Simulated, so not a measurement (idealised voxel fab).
process module | voxel released beams
cross-section cut | 265 nm wide | cells 5 nm
A cross-section is a grid of square cells, given in bands from the top down. A band is one or more rows of cells.
Each band's line starts with the height of the band's top and of its bottom, in nm. Then come its materials from left to right, each with its width in nm. One material with "throughout" fills the band from edge to edge. "air" is empty space.
Height 0 is the level under which the wafer as received is all one material. The lowest band goes on downwards, as in "0 down".
A width such as "30 to 40" changes by the same amount from each row of cells to the next, from the band's top row to its bottom row.
"no change" after a step means that no cell of the cross-section changed.
closed voids: empty space of 8 cells or more with no open way to the top, each as width x height at its distance from the left edge, in nm
after a step's settings: what the simulator itself notes on the step
overlay nm, on a step with a mask: how far to the right of its planned place the mask lay; to the left if negative
plan
1 op RECEIVE | material Si
2 op CONFORMAL_DEP | material SiN | thk nm 10
3 op DIRECTIONAL_DEP | material SiO2 | thk nm 15
4 op DIRECTIONAL_DEP | material aC | thk nm 15
5 op PATTERN | tone open | mask id ANCHOR | material resist | width nm 25 | thk nm 35 | overlay nm 0
6 op DIRECTIONAL_ETCH | etch materials aC | depth nm 15
7 op STRIP | etch materials resist
8 op DIRECTIONAL_ETCH | etch materials SiO2 | depth nm 15
9 op STRIP | etch materials aC
10 op CONFORMAL_DEP | material polySi | thk nm 10
11 op PATTERN | tone cover | mask id BEAM | material resist | width nm 70 | thk nm 20 | overlay nm 0
12 op DIRECTIONAL_ETCH | etch materials polySi | depth nm 10
13 op STRIP | etch materials resist
14 op STRIP | etch materials SiO2
first wafer, as planned
as received, after step 1
  0 down: Si throughout
  closed voids: none
after step 2
  10 to 0: SiN throughout
  below 0: unchanged
after step 3
  25 to 10: SiO2 throughout
  below 10: unchanged
after step 4
  40 to 25: aC throughout
  below 25: unchanged
after step 5
  75 to 40: resist 100 | air 25 | resist 140
  below 40: unchanged
after step 6
  60 to 40: resist 100 | air 25 | resist 140
  40 to 25: aC 100 | air 25 | aC 140
  below 25: unchanged
after step 7
  40 to 25: aC 100 | air 25 | aC 140
  below 25: unchanged
after step 8
  40 to 25: aC 100 | air 25 | aC 140
  25 to 10: SiO2 100 | air 25 | SiO2 140
  below 10: unchanged
after step 9
  25 to 10: SiO2 100 | air 25 | SiO2 140
  below 10: unchanged
after step 10
  35 to 25: polySi 110 | air 5 | polySi 150
  25 to 20: SiO2 100 | polySi 10 | air 5 | polySi 10 | SiO2 140
  20 to 10: SiO2 100 | polySi 25 | SiO2 140
  below 10: unchanged
after step 11
  55 to 35: air 95 | resist 70 | air 100
  35 to 25: polySi 110 | resist 5 | polySi 150
  25 to 20: SiO2 100 | polySi 10 | resist 5 | polySi 10 | SiO2 140
  below 20: unchanged
after step 12
  55 to 35: air 95 | resist 70 | air 100
  35 to 25: air 95 | polySi 15 | resist 5 | polySi 50 | air 100
  below 25: unchanged
after step 13
  35 to 25: air 95 | polySi 15 | air 5 | polySi 50 | air 100
  25 to 20: SiO2 100 | polySi 10 | air 5 | polySi 10 | SiO2 140
  below 20: unchanged
after step 14
  35 to 25: air 95 | polySi 15 | air 5 | polySi 50 | air 100
  25 to 20: air 100 | polySi 10 | air 5 | polySi 10 | air 140
  20 to 10: air 100 | polySi 25 | air 140
  below 10: unchanged
second wafer: like start, like plan, one mistake. Through step 4 it matches the first wafer
when step 5 should have ended
  75 to 40: air 100 | resist 25 | air 140
  below 40: unchanged
when step 6 should have ended
  60 to 40: air 100 | resist 25 | air 140
  40 to 25: air 100 | aC 25 | air 140
  below 25: unchanged
when step 7 should have ended
  40 to 25: air 100 | aC 25 | air 140
  below 25: unchanged
when step 8 should have ended
  40 to 25: air 100 | aC 25 | air 140
  25 to 10: air 100 | SiO2 25 | air 140
  below 10: unchanged
when step 9 should have ended
  25 to 10: air 100 | SiO2 25 | air 140
  below 10: unchanged
when step 10 should have ended
  35 to 25: air 90 | polySi 45 | air 130
  25 to 20: air 90 | polySi 10 | SiO2 25 | polySi 10 | air 130
  20 to 10: polySi 100 | SiO2 25 | polySi 140
  below 10: unchanged
when step 11 should have ended
  55 to 35: air 95 | resist 70 | air 100
  35 to 25: air 90 | polySi 45 | resist 30 | air 100
  25 to 20: air 90 | polySi 10 | SiO2 25 | polySi 10 | resist 30 | air 100
  below 20: unchanged
when step 12 should have ended
  55 to 35: air 95 | resist 70 | air 100
  35 to 25: air 95 | polySi 40 | resist 30 | air 100
  25 to 20: air 90 | polySi 10 | SiO2 25 | polySi 10 | resist 30 | air 100
  20 to 10: air 90 | polySi 10 | SiO2 25 | polySi 40 | air 100
  below 10: unchanged
when step 13 should have ended
  35 to 25: air 95 | polySi 40 | air 130
  25 to 20: air 90 | polySi 10 | SiO2 25 | polySi 10 | air 130
  below 20: unchanged
when step 14 should have ended: no change
what went wrong: step 5 ran as: op PATTERN | tone cover | mask id ANCHOR | material resist | width nm 25 | thk nm 35 | overlay nm 0
at the end the second wafer has, in cells: 15 more of SiO2
